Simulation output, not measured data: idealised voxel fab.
process module | voxel wiring stack
cross-section cut | 235 nm wide | cells 5 nm
A cross-section is a grid of square cells, given in bands from the top down. A band is one or more rows of cells.
Each band's line starts with the height of the band's top and of its bottom, in nm. Then come its materials from left to right, each with its width in nm. One material with "throughout" fills the band from edge to edge. "air" is empty space.
Height 0 is the level under which the wafer as received is all one material. The lowest band goes on downwards, as in "0 down".
A width such as "30 to 40" changes by the same amount from each row of cells to the next, from the band's top row to its bottom row.
"no change" after a step means that no cell of the cross-section changed.
closed voids: empty space of 8 cells or more with no open way to the top, each as width x height at its distance from the left edge, in nm
after a step's settings: what the simulator itself notes on the step
overlay nm, on a step with a mask: how far to the right of its planned place the mask lay; to the left if negative
plan
1 op RECEIVE | material Si
2 op CONFORMAL_DEP | material SiO2 | thk nm 10
3 op CONFORMAL_DEP | material SiCN | thk nm 5
4 op DIRECTIONAL_DEP | material SiO2 | thk nm 25
5 op MASKED_ETCH | tone open | mask id METAL_1 | width nm 25 | pitch nm 45 | etch materials SiO2 | depth nm 25 | overlay nm 0
6 op MASKED_ETCH | tone open | mask id METAL_1 | width nm 25 | pitch nm 45 | etch materials SiCN | depth nm 5 | overlay nm 0
7 op CONFORMAL_DEP | material TiN | thk nm 5
8 op FILL_DEP | material Cu | thk nm 10
9 op CMP | height nm 40
10 op CONFORMAL_DEP | material SiCN | thk nm 5
11 op DIRECTIONAL_DEP | material lowk | thk nm 30
12 op DIRECTIONAL_DEP | material aC | thk nm 10
13 op PATTERN | tone open | mask id METAL_2_HOLES | material resist | width nm 15 | pitch nm 90 | thk nm 30 | overlay nm 0
14 op DIRECTIONAL_ETCH | etch materials aC | depth nm 10
15 op STRIP | etch materials resist
16 op DIRECTIONAL_ETCH | etch materials lowk | depth nm 30
17 op STRIP | etch materials aC
18 op MASKED_ETCH | tone open | mask id METAL_2 | width nm 25 | pitch nm 45 | etch materials lowk | depth nm 20 | overlay nm 0
19 op MASKED_ETCH | tone open | mask id METAL_2 | width nm 25 | pitch nm 45 | etch materials SiCN | depth nm 5 | overlay nm 0
20 op CONFORMAL_DEP | material TiN | thk nm 5
21 op FILL_DEP | material Cu | thk nm 5
22 op CMP | height nm 75
23 op CONFORMAL_DEP | material SiCN | thk nm 5
24 op DIRECTIONAL_DEP | material lowk | thk nm 20
25 op MASKED_ETCH | tone open | mask id PLUG_2 | width nm 15 | pitch nm 90 | etch materials lowk | depth nm 20 | overlay nm 0
26 op MASKED_ETCH | tone open | mask id PLUG_2 | width nm 15 | pitch nm 90 | etch materials SiCN | depth nm 5 | overlay nm 0
27 op EPI | material Ru | thk nm 10
28 op EPI | material Ru | thk nm 10
29 op EPI | material Ru | thk nm 5
30 op CONFORMAL_DEP | material SiN | thk nm 5
31 op DIRECTIONAL_DEP | material lowk | thk nm 15
32 op PATTERN | tone open | mask id METAL_3 | material resist | width nm 25 | pitch nm 45 | thk nm 20 | overlay nm 0
33 op DIRECTIONAL_ETCH | etch materials lowk | depth nm 15
34 op DIRECTIONAL_ETCH | etch materials SiN | depth nm 5
35 op STRIP | etch materials resist
36 op CONFORMAL_DEP | material TiN | thk nm 5
37 op FILL_DEP | material Cu | thk nm 10
38 op CMP | height nm 120
39 op EPI | material Ru | thk nm 5
40 op FILL_DEP | material SiCN | thk nm 5
41 op DIRECTIONAL_DEP | material SiO2 | thk nm 10
42 op PATTERN | tone open | mask id PLUG_3 | material resist | width nm 15 | pitch nm 45 | thk nm 15 | overlay nm 0
43 op DIRECTIONAL_ETCH | etch materials SiO2 | depth nm 10
44 op DIRECTIONAL_ETCH | etch materials SiCN | depth nm 5
45 op STRIP | etch materials resist
46 op EPI | material Ru | thk nm 10
47 op EPI | material Ru | thk nm 5
48 op CONFORMAL_DEP | material SiCN | thk nm 5
49 op DIRECTIONAL_DEP | material SiO2 | thk nm 20
50 op PATTERN | tone open | mask id METAL_4 | material resist | width nm 25 | pitch nm 45 | thk nm 15 | overlay nm 0
51 op DIRECTIONAL_ETCH | etch materials SiO2 | depth nm 20
52 op DIRECTIONAL_ETCH | etch materials SiCN | depth nm 5
53 op STRIP | etch materials resist
54 op CONFORMAL_DEP | material TiN | thk nm 5
55 op FILL_DEP | material W | thk nm 10
56 op CMP | height nm 165
57 op CONFORMAL_DEP | material SiCN | thk nm 5
first wafer, as planned
as received, after step 1
  0 down: Si throughout
  closed voids: none
after step 2
  10 to 0: SiO2 throughout
  below 0: unchanged
after step 3
  15 to 10: SiCN throughout
  below 10: unchanged
after step 4
  40 to 15: SiO2 throughout
  below 15: unchanged
after step 5
  40 to 15: SiO2 60 | air 25 | SiO2 20 | air 25 | SiO2 20 | air 25 | SiO2 60
  below 15: unchanged
after step 6
  40 to 15: SiO2 60 | air 25 | SiO2 20 | air 25 | SiO2 20 | air 25 | SiO2 60
  15 to 10: SiCN 60 | air 25 | SiCN 20 | air 25 | SiCN 20 | air 25 | SiCN 60
  below 10: unchanged
after step 7
  45 to 40: TiN 65 | air 15 | TiN 30 | air 15 | TiN 30 | air 15 | TiN 65
  40 to 15: SiO2 60 | TiN 5 | air 15 | TiN 5 | SiO2 20 | TiN 5 | air 15 | TiN 5 | SiO2 20 | TiN 5 | air 15 | TiN 5 | SiO2 60
  15 to 10: SiCN 60 | TiN 25 | SiCN 20 | TiN 25 | SiCN 20 | TiN 25 | SiCN 60
  below 10: unchanged
after step 8
  55 to 45: Cu throughout
  45 to 40: TiN 65 | Cu 15 | TiN 30 | Cu 15 | TiN 30 | Cu 15 | TiN 65
  40 to 15: SiO2 60 | TiN 5 | Cu 15 | TiN 5 | SiO2 20 | TiN 5 | Cu 15 | TiN 5 | SiO2 20 | TiN 5 | Cu 15 | TiN 5 | SiO2 60
  below 15: unchanged
after step 9
  40 to 15: SiO2 60 | TiN 5 | Cu 15 | TiN 5 | SiO2 20 | TiN 5 | Cu 15 | TiN 5 | SiO2 20 | TiN 5 | Cu 15 | TiN 5 | SiO2 60
  below 15: unchanged
after step 10
  45 to 40: SiCN throughout
  below 40: unchanged
after step 11
  75 to 45: lowk throughout
  below 45: unchanged
after step 12
  85 to 75: aC throughout
  below 75: unchanged
after step 13
  115 to 85: resist 60 | air 15 | resist 75 | air 15 | resist 70
  below 85: unchanged
after step 14
  105 to 85: resist 60 | air 15 | resist 75 | air 15 | resist 70
  85 to 75: aC 60 | air 15 | aC 75 | air 15 | aC 70
  below 75: unchanged
after step 15
  85 to 75: aC 60 | air 15 | aC 75 | air 15 | aC 70
  below 75: unchanged
after step 16
  85 to 75: aC 60 | air 15 | aC 75 | air 15 | aC 70
  75 to 45: lowk 60 | air 15 | lowk 75 | air 15 | lowk 70
  below 45: unchanged
after step 17
  75 to 45: lowk 60 | air 15 | lowk 75 | air 15 | lowk 70
  below 45: unchanged
after step 18
  75 to 55: lowk 60 | air 25 | lowk 20 | air 25 | lowk 20 | air 25 | lowk 60
  below 55: unchanged
after step 19
  75 to 55: lowk 60 | air 25 | lowk 20 | air 25 | lowk 20 | air 25 | lowk 60
  55 to 45: lowk 60 | air 15 | lowk 75 | air 15 | lowk 70
  45 to 40: SiCN 60 | air 15 | SiCN 75 | air 15 | SiCN 70
  below 40: unchanged
after step 20
  80 to 75: TiN 65 | air 15 | TiN 30 | air 15 | TiN 30 | air 15 | TiN 65
  75 to 60: lowk 60 | TiN 5 | air 15 | TiN 5 | lowk 20 | TiN 5 | air 15 | TiN 5 | lowk 20 | TiN 5 | air 15 | TiN 5 | lowk 60
  60 to 55: lowk 60 | TiN 5 | air 5 | TiN 15 | lowk 20 | TiN 25 | lowk 20 | TiN 5 | air 5 | TiN 15 | lowk 60
  55 to 45: lowk 60 | TiN 5 | air 5 | TiN 5 | lowk 75 | TiN 5 | air 5 | TiN 5 | lowk 70
  45 to 40: SiCN 60 | TiN 15 | SiCN 75 | TiN 15 | SiCN 70
  below 40: unchanged
after step 21
  85 to 80: Cu throughout
  80 to 75: TiN 65 | Cu 15 | TiN 30 | Cu 15 | TiN 30 | Cu 15 | TiN 65
  75 to 60: lowk 60 | TiN 5 | Cu 15 | TiN 5 | lowk 20 | TiN 5 | Cu 15 | TiN 5 | lowk 20 | TiN 5 | Cu 15 | TiN 5 | lowk 60
  60 to 55: lowk 60 | TiN 5 | Cu 5 | TiN 15 | lowk 20 | TiN 25 | lowk 20 | TiN 5 | Cu 5 | TiN 15 | lowk 60
  55 to 45: lowk 60 | TiN 5 | Cu 5 | TiN 5 | lowk 75 | TiN 5 | Cu 5 | TiN 5 | lowk 70
  below 45: unchanged
after step 22
  75 to 60: lowk 60 | TiN 5 | Cu 15 | TiN 5 | lowk 20 | TiN 5 | Cu 15 | TiN 5 | lowk 20 | TiN 5 | Cu 15 | TiN 5 | lowk 60
  below 60: unchanged
after step 23
  80 to 75: SiCN throughout
  below 75: unchanged
after step 24
  100 to 80: lowk throughout
  below 80: unchanged
after step 25
  100 to 80: lowk 60 | air 15 | lowk 75 | air 15 | lowk 70
  below 80: unchanged
after step 26
  100 to 80: lowk 60 | air 15 | lowk 75 | air 15 | lowk 70
  80 to 75: SiCN 60 | air 15 | SiCN 75 | air 15 | SiCN 70
  below 75: unchanged
after step 27
  100 to 85: lowk 60 | air 15 | lowk 75 | air 15 | lowk 70
  85 to 80: lowk 60 | Ru 15 | lowk 75 | Ru 15 | lowk 70
  80 to 75: SiCN 60 | Ru 15 | SiCN 75 | Ru 15 | SiCN 70
  below 75: unchanged
after step 28
  100 to 95: lowk 60 | air 15 | lowk 75 | air 15 | lowk 70
  95 to 80: lowk 60 | Ru 15 | lowk 75 | Ru 15 | lowk 70
  below 80: unchanged
after step 29
  100 to 80: lowk 60 | Ru 15 | lowk 75 | Ru 15 | lowk 70
  below 80: unchanged
after step 30
  105 to 100: SiN throughout
  below 100: unchanged
after step 31
  120 to 105: lowk throughout
  below 105: unchanged
after step 32
  140 to 120: resist 60 | air 25 | resist 20 | air 25 | resist 20 | air 25 | resist 60
  below 120: unchanged
after step 33
  140 to 120: resist 60 | air 25 | resist 20 | air 25 | resist 20 | air 25 | resist 60
  120 to 105: lowk 60 | air 25 | lowk 20 | air 25 | lowk 20 | air 25 | lowk 60
  below 105: unchanged
after step 34
  140 to 120: resist 60 | air 25 | resist 20 | air 25 | resist 20 | air 25 | resist 60
  120 to 105: lowk 60 | air 25 | lowk 20 | air 25 | lowk 20 | air 25 | lowk 60
  105 to 100: SiN 60 | air 25 | SiN 20 | air 25 | SiN 20 | air 25 | SiN 60
  below 100: unchanged
after step 35
  120 to 105: lowk 60 | air 25 | lowk 20 | air 25 | lowk 20 | air 25 | lowk 60
  below 105: unchanged
after step 36
  125 to 120: TiN 65 | air 15 | TiN 30 | air 15 | TiN 30 | air 15 | TiN 65
  120 to 105: lowk 60 | TiN 5 | air 15 | TiN 5 | lowk 20 | TiN 5 | air 15 | TiN 5 | lowk 20 | TiN 5 | air 15 | TiN 5 | lowk 60
  105 to 100: SiN 60 | TiN 25 | SiN 20 | TiN 25 | SiN 20 | TiN 25 | SiN 60
  below 100: unchanged
after step 37
  135 to 125: Cu throughout
  125 to 120: TiN 65 | Cu 15 | TiN 30 | Cu 15 | TiN 30 | Cu 15 | TiN 65
  120 to 105: lowk 60 | TiN 5 | Cu 15 | TiN 5 | lowk 20 | TiN 5 | Cu 15 | TiN 5 | lowk 20 | TiN 5 | Cu 15 | TiN 5 | lowk 60
  below 105: unchanged
after step 38
  120 to 105: lowk 60 | TiN 5 | Cu 15 | TiN 5 | lowk 20 | TiN 5 | Cu 15 | TiN 5 | lowk 20 | TiN 5 | Cu 15 | TiN 5 | lowk 60
  below 105: unchanged
after step 39
  125 to 120: air 55 | Ru 35 | air 10 | Ru 35 | air 10 | Ru 35 | air 55
  below 120: unchanged
after step 40
  130 to 125: SiCN throughout
  125 to 120: SiCN 55 | Ru 35 | SiCN 10 | Ru 35 | SiCN 10 | Ru 35 | SiCN 55
  below 120: unchanged
after step 41
  140 to 130: SiO2 throughout
  below 130: unchanged
after step 42
  155 to 140: resist 60 | air 15 | resist 30 | air 15 | resist 30 | air 15 | resist 70
  below 140: unchanged
after step 43
  155 to 140: resist 60 | air 15 | resist 30 | air 15 | resist 30 | air 15 | resist 70
  140 to 130: SiO2 60 | air 15 | SiO2 30 | air 15 | SiO2 30 | air 15 | SiO2 70
  below 130: unchanged
after step 44
  155 to 140: resist 60 | air 15 | resist 30 | air 15 | resist 30 | air 15 | resist 70
  140 to 130: SiO2 60 | air 15 | SiO2 30 | air 15 | SiO2 30 | air 15 | SiO2 70
  130 to 125: SiCN 60 | air 15 | SiCN 30 | air 15 | SiCN 30 | air 15 | SiCN 70
  below 125: unchanged
after step 45
  140 to 130: SiO2 60 | air 15 | SiO2 30 | air 15 | SiO2 30 | air 15 | SiO2 70
  below 130: unchanged
after step 46
  140 to 135: SiO2 60 | air 15 | SiO2 30 | air 15 | SiO2 30 | air 15 | SiO2 70
  135 to 130: SiO2 60 | Ru 15 | SiO2 30 | Ru 15 | SiO2 30 | Ru 15 | SiO2 70
  130 to 120: SiCN 60 to 55 | Ru 15 to 35 | SiCN 30 to 10 | Ru 15 to 35 | SiCN 30 to 10 | Ru 15 to 35 | SiCN 70 to 55
  below 120: unchanged
after step 47
  140 to 130: SiO2 60 | Ru 15 | SiO2 30 | Ru 15 | SiO2 30 | Ru 15 | SiO2 70
  below 130: unchanged
after step 48
  145 to 140: SiCN throughout
  below 140: unchanged
after step 49
  165 to 145: SiO2 throughout
  below 145: unchanged
after step 50
  180 to 165: resist 60 | air 25 | resist 20 | air 25 | resist 20 | air 25 | resist 60
  below 165: unchanged
after step 51
  180 to 165: resist 60 | air 25 | resist 20 | air 25 | resist 20 | air 25 | resist 60
  165 to 145: SiO2 60 | air 25 | SiO2 20 | air 25 | SiO2 20 | air 25 | SiO2 60
  below 145: unchanged
after step 52
  180 to 165: resist 60 | air 25 | resist 20 | air 25 | resist 20 | air 25 | resist 60
  165 to 145: SiO2 60 | air 25 | SiO2 20 | air 25 | SiO2 20 | air 25 | SiO2 60
  145 to 140: SiCN 60 | air 25 | SiCN 20 | air 25 | SiCN 20 | air 25 | SiCN 60
  below 140: unchanged
after step 53
  165 to 145: SiO2 60 | air 25 | SiO2 20 | air 25 | SiO2 20 | air 25 | SiO2 60
  below 145: unchanged
after step 54
  170 to 165: TiN 65 | air 15 | TiN 30 | air 15 | TiN 30 | air 15 | TiN 65
  165 to 145: SiO2 60 | TiN 5 | air 15 | TiN 5 | SiO2 20 | TiN 5 | air 15 | TiN 5 | SiO2 20 | TiN 5 | air 15 | TiN 5 | SiO2 60
  145 to 140: SiCN 60 | TiN 25 | SiCN 20 | TiN 25 | SiCN 20 | TiN 25 | SiCN 60
  below 140: unchanged
after step 55
  180 to 170: W throughout
  170 to 165: TiN 65 | W 15 | TiN 30 | W 15 | TiN 30 | W 15 | TiN 65
  165 to 145: SiO2 60 | TiN 5 | W 15 | TiN 5 | SiO2 20 | TiN 5 | W 15 | TiN 5 | SiO2 20 | TiN 5 | W 15 | TiN 5 | SiO2 60
  below 145: unchanged
after step 56
  165 to 145: SiO2 60 | TiN 5 | W 15 | TiN 5 | SiO2 20 | TiN 5 | W 15 | TiN 5 | SiO2 20 | TiN 5 | W 15 | TiN 5 | SiO2 60
  below 145: unchanged
after step 57
  170 to 165: SiCN throughout
  below 165: unchanged
second wafer: like start, like plan, one mistake. Through step 1 it matches the first wafer
when step 2 should have ended
  5 to 0: SiCN throughout
  below 0: unchanged
when step 3 should have ended
  15 to 5: SiO2 throughout
  below 5: unchanged
when step 4 should have ended
  40 to 5: SiO2 throughout
  below 5: unchanged
when step 5 should have ended
  40 to 15: SiO2 60 | air 25 | SiO2 20 | air 25 | SiO2 20 | air 25 | SiO2 60
  below 15: unchanged
when step 6 should have ended: no change
when step 7 should have ended
  45 to 40: TiN 65 | air 15 | TiN 30 | air 15 | TiN 30 | air 15 | TiN 65
  40 to 20: SiO2 60 | TiN 5 | air 15 | TiN 5 | SiO2 20 | TiN 5 | air 15 | TiN 5 | SiO2 20 | TiN 5 | air 15 | TiN 5 | SiO2 60
  20 to 15: SiO2 60 | TiN 25 | SiO2 20 | TiN 25 | SiO2 20 | TiN 25 | SiO2 60
  below 15: unchanged
when step 8 should have ended
  55 to 45: Cu throughout
  45 to 40: TiN 65 | Cu 15 | TiN 30 | Cu 15 | TiN 30 | Cu 15 | TiN 65
  40 to 20: SiO2 60 | TiN 5 | Cu 15 | TiN 5 | SiO2 20 | TiN 5 | Cu 15 | TiN 5 | SiO2 20 | TiN 5 | Cu 15 | TiN 5 | SiO2 60
  below 20: unchanged
when step 9 should have ended
  40 to 20: SiO2 60 | TiN 5 | Cu 15 | TiN 5 | SiO2 20 | TiN 5 | Cu 15 | TiN 5 | SiO2 20 | TiN 5 | Cu 15 | TiN 5 | SiO2 60
  below 20: unchanged
when step 10 should have ended
  45 to 40: SiCN throughout
  below 40: unchanged
when step 11 should have ended
  75 to 45: lowk throughout
  below 45: unchanged
when step 12 should have ended
  85 to 75: aC throughout
  below 75: unchanged
when step 13 should have ended
  115 to 85: resist 60 | air 15 | resist 75 | air 15 | resist 70
  below 85: unchanged
when step 14 should have ended
  105 to 85: resist 60 | air 15 | resist 75 | air 15 | resist 70
  85 to 75: aC 60 | air 15 | aC 75 | air 15 | aC 70
  below 75: unchanged
when step 15 should have ended
  85 to 75: aC 60 | air 15 | aC 75 | air 15 | aC 70
  below 75: unchanged
when step 16 should have ended
  85 to 75: aC 60 | air 15 | aC 75 | air 15 | aC 70
  75 to 45: lowk 60 | air 15 | lowk 75 | air 15 | lowk 70
  below 45: unchanged
when step 17 should have ended
  75 to 45: lowk 60 | air 15 | lowk 75 | air 15 | lowk 70
  below 45: unchanged
when step 18 should have ended
  75 to 55: lowk 60 | air 25 | lowk 20 | air 25 | lowk 20 | air 25 | lowk 60
  below 55: unchanged
when step 19 should have ended
  75 to 55: lowk 60 | air 25 | lowk 20 | air 25 | lowk 20 | air 25 | lowk 60
  55 to 45: lowk 60 | air 15 | lowk 75 | air 15 | lowk 70
  45 to 40: SiCN 60 | air 15 | SiCN 75 | air 15 | SiCN 70
  below 40: unchanged
when step 20 should have ended
  80 to 75: TiN 65 | air 15 | TiN 30 | air 15 | TiN 30 | air 15 | TiN 65
  75 to 60: lowk 60 | TiN 5 | air 15 | TiN 5 | lowk 20 | TiN 5 | air 15 | TiN 5 | lowk 20 | TiN 5 | air 15 | TiN 5 | lowk 60
  60 to 55: lowk 60 | TiN 5 | air 5 | TiN 15 | lowk 20 | TiN 25 | lowk 20 | TiN 5 | air 5 | TiN 15 | lowk 60
  55 to 45: lowk 60 | TiN 5 | air 5 | TiN 5 | lowk 75 | TiN 5 | air 5 | TiN 5 | lowk 70
  45 to 40: SiCN 60 | TiN 15 | SiCN 75 | TiN 15 | SiCN 70
  below 40: unchanged
when step 21 should have ended
  85 to 80: Cu throughout
  80 to 75: TiN 65 | Cu 15 | TiN 30 | Cu 15 | TiN 30 | Cu 15 | TiN 65
  75 to 60: lowk 60 | TiN 5 | Cu 15 | TiN 5 | lowk 20 | TiN 5 | Cu 15 | TiN 5 | lowk 20 | TiN 5 | Cu 15 | TiN 5 | lowk 60
  60 to 55: lowk 60 | TiN 5 | Cu 5 | TiN 15 | lowk 20 | TiN 25 | lowk 20 | TiN 5 | Cu 5 | TiN 15 | lowk 60
  55 to 45: lowk 60 | TiN 5 | Cu 5 | TiN 5 | lowk 75 | TiN 5 | Cu 5 | TiN 5 | lowk 70
  below 45: unchanged
when step 22 should have ended
  75 to 60: lowk 60 | TiN 5 | Cu 15 | TiN 5 | lowk 20 | TiN 5 | Cu 15 | TiN 5 | lowk 20 | TiN 5 | Cu 15 | TiN 5 | lowk 60
  below 60: unchanged
when step 23 should have ended
  80 to 75: SiCN throughout
  below 75: unchanged
when step 24 should have ended
  100 to 80: lowk throughout
  below 80: unchanged
when step 25 should have ended
  100 to 80: lowk 60 | air 15 | lowk 75 | air 15 | lowk 70
  below 80: unchanged
when step 26 should have ended
  100 to 80: lowk 60 | air 15 | lowk 75 | air 15 | lowk 70
  80 to 75: SiCN 60 | air 15 | SiCN 75 | air 15 | SiCN 70
  below 75: unchanged
when step 27 should have ended
  100 to 85: lowk 60 | air 15 | lowk 75 | air 15 | lowk 70
  85 to 80: lowk 60 | Ru 15 | lowk 75 | Ru 15 | lowk 70
  80 to 75: SiCN 60 | Ru 15 | SiCN 75 | Ru 15 | SiCN 70
  below 75: unchanged
when step 28 should have ended
  100 to 95: lowk 60 | air 15 | lowk 75 | air 15 | lowk 70
  95 to 80: lowk 60 | Ru 15 | lowk 75 | Ru 15 | lowk 70
  below 80: unchanged
when step 29 should have ended
  100 to 80: lowk 60 | Ru 15 | lowk 75 | Ru 15 | lowk 70
  below 80: unchanged
when step 30 should have ended
  105 to 100: SiN throughout
  below 100: unchanged
when step 31 should have ended
  120 to 105: lowk throughout
  below 105: unchanged
when step 32 should have ended
  140 to 120: resist 60 | air 25 | resist 20 | air 25 | resist 20 | air 25 | resist 60
  below 120: unchanged
when step 33 should have ended
  140 to 120: resist 60 | air 25 | resist 20 | air 25 | resist 20 | air 25 | resist 60
  120 to 105: lowk 60 | air 25 | lowk 20 | air 25 | lowk 20 | air 25 | lowk 60
  below 105: unchanged
when step 34 should have ended
  140 to 120: resist 60 | air 25 | resist 20 | air 25 | resist 20 | air 25 | resist 60
  120 to 105: lowk 60 | air 25 | lowk 20 | air 25 | lowk 20 | air 25 | lowk 60
  105 to 100: SiN 60 | air 25 | SiN 20 | air 25 | SiN 20 | air 25 | SiN 60
  below 100: unchanged
when step 35 should have ended
  120 to 105: lowk 60 | air 25 | lowk 20 | air 25 | lowk 20 | air 25 | lowk 60
  below 105: unchanged
when step 36 should have ended
  125 to 120: TiN 65 | air 15 | TiN 30 | air 15 | TiN 30 | air 15 | TiN 65
  120 to 105: lowk 60 | TiN 5 | air 15 | TiN 5 | lowk 20 | TiN 5 | air 15 | TiN 5 | lowk 20 | TiN 5 | air 15 | TiN 5 | lowk 60
  105 to 100: SiN 60 | TiN 25 | SiN 20 | TiN 25 | SiN 20 | TiN 25 | SiN 60
  below 100: unchanged
when step 37 should have ended
  135 to 125: Cu throughout
  125 to 120: TiN 65 | Cu 15 | TiN 30 | Cu 15 | TiN 30 | Cu 15 | TiN 65
  120 to 105: lowk 60 | TiN 5 | Cu 15 | TiN 5 | lowk 20 | TiN 5 | Cu 15 | TiN 5 | lowk 20 | TiN 5 | Cu 15 | TiN 5 | lowk 60
  below 105: unchanged
when step 38 should have ended
  120 to 105: lowk 60 | TiN 5 | Cu 15 | TiN 5 | lowk 20 | TiN 5 | Cu 15 | TiN 5 | lowk 20 | TiN 5 | Cu 15 | TiN 5 | lowk 60
  below 105: unchanged
when step 39 should have ended
  125 to 120: air 55 | Ru 35 | air 10 | Ru 35 | air 10 | Ru 35 | air 55
  below 120: unchanged
when step 40 should have ended
  130 to 125: SiCN throughout
  125 to 120: SiCN 55 | Ru 35 | SiCN 10 | Ru 35 | SiCN 10 | Ru 35 | SiCN 55
  below 120: unchanged
when step 41 should have ended
  140 to 130: SiO2 throughout
  below 130: unchanged
when step 42 should have ended
  155 to 140: resist 60 | air 15 | resist 30 | air 15 | resist 30 | air 15 | resist 70
  below 140: unchanged
when step 43 should have ended
  155 to 140: resist 60 | air 15 | resist 30 | air 15 | resist 30 | air 15 | resist 70
  140 to 130: SiO2 60 | air 15 | SiO2 30 | air 15 | SiO2 30 | air 15 | SiO2 70
  below 130: unchanged
when step 44 should have ended
  155 to 140: resist 60 | air 15 | resist 30 | air 15 | resist 30 | air 15 | resist 70
  140 to 130: SiO2 60 | air 15 | SiO2 30 | air 15 | SiO2 30 | air 15 | SiO2 70
  130 to 125: SiCN 60 | air 15 | SiCN 30 | air 15 | SiCN 30 | air 15 | SiCN 70
  below 125: unchanged
when step 45 should have ended
  140 to 130: SiO2 60 | air 15 | SiO2 30 | air 15 | SiO2 30 | air 15 | SiO2 70
  below 130: unchanged
when step 46 should have ended
  140 to 135: SiO2 60 | air 15 | SiO2 30 | air 15 | SiO2 30 | air 15 | SiO2 70
  135 to 130: SiO2 60 | Ru 15 | SiO2 30 | Ru 15 | SiO2 30 | Ru 15 | SiO2 70
  130 to 120: SiCN 60 to 55 | Ru 15 to 35 | SiCN 30 to 10 | Ru 15 to 35 | SiCN 30 to 10 | Ru 15 to 35 | SiCN 70 to 55
  below 120: unchanged
when step 47 should have ended
  140 to 130: SiO2 60 | Ru 15 | SiO2 30 | Ru 15 | SiO2 30 | Ru 15 | SiO2 70
  below 130: unchanged
when step 48 should have ended
  145 to 140: SiCN throughout
  below 140: unchanged
when step 49 should have ended
  165 to 145: SiO2 throughout
  below 145: unchanged
when step 50 should have ended
  180 to 165: resist 60 | air 25 | resist 20 | air 25 | resist 20 | air 25 | resist 60
  below 165: unchanged
when step 51 should have ended
  180 to 165: resist 60 | air 25 | resist 20 | air 25 | resist 20 | air 25 | resist 60
  165 to 145: SiO2 60 | air 25 | SiO2 20 | air 25 | SiO2 20 | air 25 | SiO2 60
  below 145: unchanged
when step 52 should have ended
  180 to 165: resist 60 | air 25 | resist 20 | air 25 | resist 20 | air 25 | resist 60
  165 to 145: SiO2 60 | air 25 | SiO2 20 | air 25 | SiO2 20 | air 25 | SiO2 60
  145 to 140: SiCN 60 | air 25 | SiCN 20 | air 25 | SiCN 20 | air 25 | SiCN 60
  below 140: unchanged
when step 53 should have ended
  165 to 145: SiO2 60 | air 25 | SiO2 20 | air 25 | SiO2 20 | air 25 | SiO2 60
  below 145: unchanged
when step 54 should have ended
  170 to 165: TiN 65 | air 15 | TiN 30 | air 15 | TiN 30 | air 15 | TiN 65
  165 to 145: SiO2 60 | TiN 5 | air 15 | TiN 5 | SiO2 20 | TiN 5 | air 15 | TiN 5 | SiO2 20 | TiN 5 | air 15 | TiN 5 | SiO2 60
  145 to 140: SiCN 60 | TiN 25 | SiCN 20 | TiN 25 | SiCN 20 | TiN 25 | SiCN 60
  below 140: unchanged
when step 55 should have ended
  180 to 170: W throughout
  170 to 165: TiN 65 | W 15 | TiN 30 | W 15 | TiN 30 | W 15 | TiN 65
  165 to 145: SiO2 60 | TiN 5 | W 15 | TiN 5 | SiO2 20 | TiN 5 | W 15 | TiN 5 | SiO2 20 | TiN 5 | W 15 | TiN 5 | SiO2 60
  below 145: unchanged
when step 56 should have ended
  165 to 145: SiO2 60 | TiN 5 | W 15 | TiN 5 | SiO2 20 | TiN 5 | W 15 | TiN 5 | SiO2 20 | TiN 5 | W 15 | TiN 5 | SiO2 60
  below 145: unchanged
when step 57 should have ended
  170 to 165: SiCN throughout
  below 165: unchanged
what went wrong: steps 2 and 3 were swapped
at the end the second wafer has, in cells: 9 fewer of Cu | 15 more of SiCN | 6 fewer of TiN
